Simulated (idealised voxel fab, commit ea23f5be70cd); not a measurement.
process module | voxel self aligned vias
cross-section cut | 245 nm wide | cells 5 nm
A cross-section is a grid of square cells, given in bands from the top down. A band is one or more rows of cells.
Each band's line starts with the height of the band's top and of its bottom, in nm. Then come its materials from left to right, each with its width in nm. One material with "throughout" fills the band from edge to edge. "air" is empty space.
Height 0 is the level under which the wafer as received is all one material. The lowest band goes on downwards, as in "0 down".
A width such as "30 to 40" changes by the same amount from each row of cells to the next, from the band's top row to its bottom row.
"no change" after a step means that no cell of the cross-section changed.
closed voids: empty space of 8 cells or more with no open way to the top, each as width x height at its distance from the left edge, in nm
after a step's settings: what the simulator itself notes on the step
overlay nm, on a step with a mask: how far to the right of its planned place the mask lay; to the left if negative
plan
1 op RECEIVE | material Si
2 op CONFORMAL_DEP | material SiO2 | thk nm 10
3 op CONFORMAL_DEP | material SiCN | thk nm 5
4 op DIRECTIONAL_DEP | material lowk | thk nm 25
5 op PATTERN | tone open | mask id LINES | material resist | width nm 30 | pitch nm 65 | thk nm 15 | overlay nm 0
6 op DIRECTIONAL_ETCH | etch materials lowk | depth nm 25
7 op STRIP | etch materials resist
8 op CONFORMAL_DEP | material TiN | thk nm 5
9 op FILL_DEP | material Ru | thk nm 10
10 op CMP | height nm 40
11 op SELECTIVE_ETCH | etch materials W Ru TiN | depth nm 10
12 op FILL_DEP | material SiN | thk nm 5
13 op CMP | height nm 40
14 op DIRECTIONAL_DEP | material lowk | thk nm 15
15 op MASKED_ETCH | tone open | mask id VIAS | width nm 40 | pitch nm 65 | etch materials lowk | depth nm 15 | overlay nm 0
16 op MASKED_ETCH | tone open | mask id VIAS | width nm 40 | pitch nm 65 | etch materials SiN | depth nm 10 | overlay nm 0
17 op CONFORMAL_DEP | material TiN | thk nm 5
18 op FILL_DEP | material Ru | thk nm 10
19 op CMP | height nm 55
20 op CONFORMAL_DEP | material SiN | thk nm 5
as received, after step 1
  0 down: Si throughout
  closed voids: none
a wafer at the end: this start, this plan, one mistake
  75 to 70: SiN throughout
  70 to 60: Ru throughout
  60 to 55: TiN 40 | Ru 30 | TiN 35 | Ru 30 | TiN 35 | Ru 30 | TiN 45
  55 to 45: lowk 35 | TiN 5 | Ru 30 | TiN 5 | lowk 25 | TiN 5 | Ru 30 | TiN 5 | lowk 25 | TiN 5 | Ru 30 | TiN 5 | lowk 40
  45 to 35: lowk 35 to 40 | TiN 10 to 5 | Ru 20 | TiN 10 to 5 | lowk 25 to 35 | TiN 10 to 5 | Ru 20 | TiN 10 to 5 | lowk 25 to 35 | TiN 10 to 5 | Ru 20 | TiN 10 to 5 | lowk 40 to 45
  35 to 30: lowk 40 | TiN 30 | lowk 35 | TiN 30 | lowk 35 | TiN 30 | lowk 45
  30 to 20: lowk 40 | TiN 5 | Ru 20 | TiN 5 | lowk 35 | TiN 5 | Ru 20 | TiN 5 | lowk 35 | TiN 5 | Ru 20 | TiN 5 | lowk 45
  20 to 15: lowk 40 | TiN 30 | lowk 35 | TiN 30 | lowk 35 | TiN 30 | lowk 45
  15 to 10: SiCN throughout
  10 to 0: SiO2 throughout
  0 down: Si throughout
  closed voids: none
what went wrong: step 19 was left out
